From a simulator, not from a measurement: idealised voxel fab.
process module | voxel quadruple lines
cross-section cut | 215 nm wide | cells 5 nm
A cross-section is a grid of square cells, given in bands from the top down. A band is one or more rows of cells.
Each band's line starts with the height of the band's top and of its bottom, in nm. Then come its materials from left to right, each with its width in nm. One material with "throughout" fills the band from edge to edge. "air" is empty space.
Height 0 is the level under which the wafer as received is all one material. The lowest band goes on downwards, as in "0 down".
A width such as "30 to 40" changes by the same amount from each row of cells to the next, from the band's top row to its bottom row.
"no change" after a step means that no cell of the cross-section changed.
closed voids: empty space of 8 cells or more with no open way to the top, each as width x height at its distance from the left edge, in nm
after a step's settings: what the simulator itself notes on the step
overlay nm, on a step with a mask: how far to the right of its planned place the mask lay; to the left if negative
plan
1 op RECEIVE | material Si
2 op CONFORMAL_DEP | material SiO2 | thk nm 10
3 op DIRECTIONAL_DEP | material Ru | thk nm 15
4 op DIRECTIONAL_DEP | material polySi | thk nm 20
5 op DIRECTIONAL_DEP | material aC | thk nm 25
6 op PATTERN | tone cover | mask id MANDREL | material resist | width nm 20 | pitch nm 60 | thk nm 35 | overlay nm 0
7 op DIRECTIONAL_ETCH | etch materials aC | depth nm 25
8 op STRIP | etch materials resist
9 op CONFORMAL_DEP | material SiO2 | thk nm 10
10 op DIRECTIONAL_ETCH | etch materials SiO2 | depth nm 10
11 op STRIP | etch materials aC
12 op DIRECTIONAL_ETCH | etch materials polySi | depth nm 20
13 op STRIP | etch materials SiO2
14 op CONFORMAL_DEP | material SiN | thk nm 5
15 op DIRECTIONAL_ETCH | etch materials SiN | depth nm 5
16 op STRIP | etch materials polySi
17 op DIRECTIONAL_ETCH | etch materials Ru | depth nm 15
18 op STRIP | etch materials SiN
as received, after step 1
  0 down: Si throughout
  closed voids: none
a wafer at the end: this start, this plan, one mistake
  25 to 10: air 60 | Ru 5 | air 20 | Ru 5 | air 30 | Ru 5 | air 20 | Ru 5 | air 65
  10 to 0: SiO2 throughout
  0 down: Si throughout
  closed voids: none
what went wrong: step 6 ran as: op PATTERN | tone open | mask id MANDREL | material resist | width nm 20 | pitch nm 60 | thk nm 35 | overlay nm 0
